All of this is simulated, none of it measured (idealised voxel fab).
process module | voxel ribs on slabs
cross-section cut | 155 nm wide | cells 5 nm
A cross-section is a grid of square cells, given in bands from the top down. A band is one or more rows of cells.
Each band's line starts with the height of the band's top and of its bottom, in nm. Then come its materials from left to right, each with its width in nm. One material with "throughout" fills the band from edge to edge. "air" is empty space.
Height 0 is the level under which the wafer as received is all one material. The lowest band goes on downwards, as in "0 down".
A width such as "30 to 40" changes by the same amount from each row of cells to the next, from the band's top row to its bottom row.
"no change" after a step means that no cell of the cross-section changed.
closed voids: empty space of 8 cells or more with no open way to the top, each as width x height at its distance from the left edge, in nm
after a step's settings: what the simulator itself notes on the step
overlay nm, on a step with a mask: how far to the right of its planned place the mask lay; to the left if negative
plan
1 op RECEIVE | material Si
2 op DIRECTIONAL_DEP | material SiO2 | thk nm 25
3 op DIRECTIONAL_DEP | material SiN | thk nm 20
4 op DIRECTIONAL_DEP | material aC | thk nm 15
5 op PATTERN | tone cover | mask id RIB | material resist | width nm 30 | thk nm 35 | overlay nm 0
6 op DIRECTIONAL_ETCH | etch materials aC | depth nm 15
7 op STRIP | etch materials resist
8 op DIRECTIONAL_ETCH | etch materials SiN | depth nm 10
9 op STRIP | etch materials aC
10 op DIRECTIONAL_DEP | material aC | thk nm 15
11 op PATTERN | tone cover | mask id SLAB | material resist | width nm 60 | thk nm 30 | overlay nm 0
12 op DIRECTIONAL_ETCH | etch materials aC | depth nm 15
13 op STRIP | etch materials resist
14 op DIRECTIONAL_ETCH | etch materials SiN | depth nm 10
15 op STRIP | etch materials aC
16 op FILL_DEP | material SiO2 | thk nm 20
17 op CMP | height nm 55
18 op DIRECTIONAL_DEP | material TiN | thk nm 10
19 op PATTERN | tone cover | mask id HEATER | material resist | width nm 40 | thk nm 20 | overlay nm 0
20 op DIRECTIONAL_ETCH | etch materials TiN | depth nm 10
21 op STRIP | etch materials resist
22 op CONFORMAL_DEP | material SiN | thk nm 5
as received, after step 1
  0 down: Si throughout
  closed voids: none
a wafer at the end: this start, this plan, one mistake
  70 to 65: air 50 | SiN 50 | air 55
  65 to 60: air 50 | SiN 5 | TiN 40 | SiN 5 | air 55
  60 to 55: SiN 55 | TiN 40 | SiN 60
  55 to 45: SiO2 throughout
  45 to 35: SiO2 60 | SiN 30 | SiO2 65
  35 to 25: SiO2 45 | SiN 65 | SiO2 45
  25 to 0: SiO2 throughout
  0 down: Si throughout
  closed voids: none
what went wrong: step 11 ran as: op PATTERN | tone cover | mask id SLAB | material resist | width nm 65 | thk nm 30 | overlay nm 0
